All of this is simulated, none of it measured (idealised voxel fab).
Process module in this document: voxel released beams
Cross-sectional view cut (width: 205 nm; square cell size: 5 nm).
Cross-section layout: square cells on a grid; listed as bands, top to bottom; a band spans one or more cell rows. Within each band entry, the heights of the top and of the bottom of the band appear first, in that order and in nm; the materials of the band then follow from left to right, each with its corresponding width in nm. The designation "throughout" on a single material indicates that it fills the band from edge to edge; the designation "blank" indicates empty space. It should be noted that heights are counted from 0, beneath which the wafer as supplied is of one material throughout, and that the lowest band possesses no lower boundary but continues downward, as written in "0 and below". When a width is written as two numbers, as in "30 to 40", the first number is the width in the top row of cells of the band and the second is the width in its bottom row, and the width changes by the same amount from each row to the next. You'll sometimes find "no modifications" written for a step, and that's the way of saying that nowhere in the cross-section did a cell change during that step. Each empty space that has no open way to the top and spans at least 8 cells appears under "Enclosed void list" as width x height at distance, the distance counted from the left edge, all in nm. Step line, after settings: the simulator's comment on this step. A step's line can hold "overlay nm"; with a mask on that step, the setting says how far right of the planned place the mask lay, while a negative setting says it lay to the left.
-- Process steps - plan
1) op RECEIVE | material Si
2) op CONFORMAL_DEP | material SiN | thk nm 10
3) op DIRECTIONAL_DEP | material SiO2 | thk nm 15
4) op DIRECTIONAL_DEP | material aC | thk nm 10
5) op PATTERN | tone open | mask id ANCHOR | material resist | width nm 25 | thk nm 25 | overlay nm 0
6) op DIRECTIONAL_ETCH | etch materials aC | depth nm 10
7) op STRIP | etch materials resist
8) op DIRECTIONAL_ETCH | etch materials SiO2 | depth nm 15
9) op STRIP | etch materials aC
10) op CONFORMAL_DEP | material TiN | thk nm 15
11) op MASKED_ETCH | tone cover | mask id BEAM | width nm 80 | etch materials TiN | depth nm 15 | overlay nm 0
12) op STRIP | etch materials SiO2
The wafers in this document start out alike and differ in the width nm applied at step 5; the plan shows the value used for the first wafer.
-- The first of several wafers in cross-section, exactly as it reached us after step 1
    0 and below: Si throughout
    Enclosed void list: none
-- first wafer at the end, after step 12
    40 down to 25: blank 60 nm | TiN 80 nm | blank 65 nm
    25 down to 10: blank 70 nm | TiN 25 nm | blank 110 nm
    10 down to 0: SiN throughout
    0 and below: Si throughout
    Enclosed void list: none
-- Last-wafer cross-section at the end of the module
    40 down to 25: blank 60 nm | TiN 15 nm | blank 20 nm | TiN 45 nm | blank 65 nm
    25 down to 10: blank 60 nm | TiN 50 nm | blank 95 nm
    10 down to 0: SiN throughout
    0 and below: Si throughout
    Enclosed void list: none
-- Per-wafer rows below. For each material: cells gained (+) or lost (-) since the wafer was received, as of end of module. Then: closed voids
width nm 25, +82 SiN, +63 TiN, Enclosed void list: none
width nm 30, +82 SiN, +66 TiN, Enclosed void list: none
width nm 35, +82 SiN, +66 TiN, Enclosed void list: none
width nm 40, +82 SiN, +66 TiN, Enclosed void list: none
width nm 45, +82 SiN, +66 TiN, Enclosed void list: none
width nm 50, +82 SiN, +66 TiN, Enclosed void list: none
